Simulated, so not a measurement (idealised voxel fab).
voxel released beams: a process module
This is section cut - it's 225 nm across, gridded in 5 nm square cells.
This document writes a cross-section as a grid whose cells are square, and gives it as bands, listed from the top down; one or more rows of cells form a band.
A band entry consists of two parts. The first gives the height of the band's top and the height of its bottom, in nm. The rest lists the band's materials from left to right, each with its width in nm. A single material labelled with the word "edge to edge" fills the band from edge to edge, and the word "air" marks empty space.
All heights in this document are referenced to 0, defined as the level beneath which the wafer, as received, consists entirely of one material. The lowest band is not bounded below; it extends indefinitely downward and is written in the form "z 0 and below".
Width: "30->40" (first number = top row, second number = bottom row, same change from row to row of cells).
No cell of the cross-section changed in a step that is given as "remains unaltered".
"Sealed internal cavities" contains a list of empty spaces, each no smaller than 8 cells and without an open way to the top, written in the form width x height at distance with the distance from the left edge and all three in nm.
Read whatever lies past the settings on a step's line as the simulator's own remark about the step.
Each step line may optionally specify "overlay nm", which for a step with a mask gives the rightward distance between the mask's planned place and where it lay, a negative value indicating the leftward direction.
**Intended process steps**
1 op RECEIVE | material Si
2 op CONFORMAL_DEP | material Al2O3 | thk nm 5
3 op DIRECTIONAL_DEP | material SiO2 | thk nm 15
4 op DIRECTIONAL_DEP | material aC | thk nm 10
5 op PATTERN | tone open | mask id ANCHOR | material resist | width nm 30 | thk nm 25 | overlay nm 0
6 op DIRECTIONAL_ETCH | etch materials aC | depth nm 10
7 op STRIP | etch materials resist
8 op DIRECTIONAL_ETCH | etch materials SiO2 | depth nm 15
9 op STRIP | etch materials aC
10 op CONFORMAL_DEP | material W | thk nm 10
11 op DIRECTIONAL_DEP | material aC | thk nm 15
12 op PATTERN | tone cover | mask id BEAM | material resist | width nm 95 | thk nm 30 | overlay nm 0
13 op DIRECTIONAL_ETCH | etch materials aC | depth nm 15
14 op STRIP | etch materials resist
15 op DIRECTIONAL_ETCH | etch materials W | depth nm 10
16 op STRIP | etch materials aC
17 op STRIP | etch materials SiO2
**Step 1 complete: cross-section of the wafer as received**
z 0 and below  Si edge to edge
Sealed internal cavities: none
**First of two wafers at the end of the module, shown in cross-section; run carried out as planned**
z 30 to 20  60 air  15 W  10 air  70 W  70 air
z 20 to 15  65 air  10 W  10 air  10 W  130 air
z 15 to 5  65 air  30 W  130 air
z 5 to 0  Al2O3 edge to edge
z 0 and below  Si edge to edge
Sealed internal cavities: none
**This is the second of the two wafers, cross-sectioned at the end of the module; it started exactly like the first and was given the same plan, but it was run with one mistake**
z 30 to 20  60 air  45 W  120 air
z 20 to 15  55 air  10 W  30 SiO2  10 W  120 air
z 15 to 5  55 air  10 W  30 SiO2  60 W  70 air
z 5 to 0  Al2O3 edge to edge
z 0 and below  Si edge to edge
Sealed internal cavities: none
Deviation from plan: for step 5, the planned setting was not used; the step was instead run as op PATTERN | tone cover | mask id ANCHOR | material resist | width nm 30 | thk nm 25 | overlay nm 0
Cell-count delta at end, second wafer over first, by material: SiO2: 18 more
